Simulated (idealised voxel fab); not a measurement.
Name of the process module below: voxel fin reveal
In the cross-section labelled cut, the width is 295 nm and each square cell is 5 nm.
Cross-sections here: square-cell grids, written as top-down lists of bands, a band being one or more rows of cells.
Basically the band line says how high the top is and how high the bottom is, in nm, and then what's in it from left to right, every material with its width in nm. Empty space shows up as "blank", and if a single material carries "full width" it runs the full band edge to edge.
All heights in this document are referenced to 0, defined as the level beneath which the wafer, as received, consists entirely of one material. The lowest band is not bounded below; it extends indefinitely downward and is written in the form "z 0 and below".
Graded width ("30..40"): value in top row of band = first number; value in bottom row = second number; row-to-row change constant.
The cross-section has no changed cell in any step marked "nothing got changed".
Enclosed voids (no open way to top), threshold 8 cells or more, entry "Non-vented voids", notation width x height at distance, distance from left edge, nm.
Post-settings text on a step line: simulator's own remark regarding the step.
The line of a step may include "overlay nm". On a step with a mask, this value is how far to the right of its planned place the mask lay. A negative value means the mask lay to the left.
# Intended process steps
- 1: RECEIVE | material Si
- 2: CONFORMAL_DEP | material SiN | thk nm 5
- 3: PATTERN | tone cover | mask id FINS | material resist | width nm 15 | pitch nm 35 | thk nm 15 | overlay nm 0
- 4: DIRECTIONAL_ETCH | etch materials SiN | depth nm 5
- 5: DIRECTIONAL_ETCH | etch materials Si | depth nm 40
- 6: STRIP | etch materials resist
- 7: OXIDIZE | depth nm 5
- 8: FILL_DEP | material SiO2 | thk nm 5
- 9: CMP | height nm 5
- 10: SELECTIVE_ETCH | etch materials SiO2 | depth nm 20
- 11: STRIP | etch materials SiN
- 12: CONFORMAL_DEP | material SiO2 | thk nm 5
# Delivered wafer in cross-section: state after step 1
- z 0 and below | Si full width
- Non-vented voids: none
# End-of-module cross-section. Starting structure and process plan as above; one mistake made in running it
- z 5 to 0 | 120 nm blank, then 20 nm SiO2, then 15 nm blank, then 20 nm SiO2, then 120 nm blank
- z 0 to -10 | 120 nm blank, then 5 nm SiO2, then 10 nm Si, then 5 nm SiO2, then 15 nm blank, then 5 nm SiO2, then 10 nm Si, then 5 nm SiO2, then 120 nm blank
- z -10 to -45 | 125 nm SiO2, then 10 nm Si, then 25 nm SiO2, then 10 nm Si, then 125 nm SiO2
- z -45 and below | Si full width
- Non-vented voids: none
Deviation noted in wafer processing: step 3 ran as: PATTERN | tone cover | mask id FINS | material resist | width nm 20 | pitch nm 35 | thk nm 15 | overlay nm 0
